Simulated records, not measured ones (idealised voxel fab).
process module | voxel gate over fins
cross-section cut | 230 nm wide | cells 5 nm
A cross-section is a grid of square cells, given in bands from the top down. A band is one or more rows of cells.
Each band's line starts with the height of the band's top and of its bottom, in nm. Then come its materials from left to right, each with its width in nm. One material with "throughout" fills the band from edge to edge. "air" is empty space.
Height 0 is the level under which the wafer as received is all one material. The lowest band goes on downwards, as in "0 down".
A width such as "30 to 40" changes by the same amount from each row of cells to the next, from the band's top row to its bottom row.
"no change" after a step means that no cell of the cross-section changed.
closed voids: empty space of 8 cells or more with no open way to the top, each as width x height at its distance from the left edge, in nm
after a step's settings: what the simulator itself notes on the step
overlay nm, on a step with a mask: how far to the right of its planned place the mask lay; to the left if negative
plan
1 op RECEIVE | material Si
2 op CONFORMAL_DEP | material SiN | thk nm 5
3 op MASKED_ETCH | tone cover | mask id FINS | width nm 15 | pitch nm 45 | etch materials SiN | depth nm 5 | overlay nm 0
4 op MASKED_ETCH | tone cover | mask id FINS | width nm 15 | pitch nm 45 | etch materials Si | depth nm 40 | overlay nm 0
5 op FILL_DEP | material SiO2 | thk nm 5
6 op CMP | height nm 5
7 op SELECTIVE_ETCH | etch materials SiO2 | depth nm 15
8 op STRIP | etch materials SiN
9 op CONFORMAL_DEP | material HfO2 | thk nm 5
10 op CONFORMAL_DEP | material TiN | thk nm 5
11 op FILL_DEP | material W | thk nm 10
12 op CMP | height nm 15
13 op CONFORMAL_DEP | material SiCN | thk nm 5
as received, after step 1
  0 down: Si throughout
  closed voids: none
a wafer at the end: this start, this plan, one mistake
  20 to 15: SiCN throughout
  15 to 10: W throughout
  10 to 5: W 75 | TiN 35 | W 10 | TiN 35 | W 75
  5 to 0: W 75 | TiN 5 | HfO2 25 | TiN 5 | W 10 | TiN 5 | HfO2 25 | TiN 5 | W 75
  0 to -15: W 75 | TiN 5 | HfO2 5 | Si 15 | HfO2 5 | TiN 5 | W 10 | TiN 5 | HfO2 5 | Si 15 | HfO2 5 | TiN 5 | W 75
  -15 to -20: TiN 80 | HfO2 5 | Si 15 | HfO2 5 | TiN 20 | HfO2 5 | Si 15 | HfO2 5 | TiN 80
  -20 to -25: HfO2 85 | Si 15 | HfO2 30 | Si 15 | HfO2 85
  -25 to -40: SiO2 85 | Si 15 | SiO2 30 | Si 15 | SiO2 85
  -40 down: Si throughout
  closed voids: none
what went wrong: step 7 was run twice
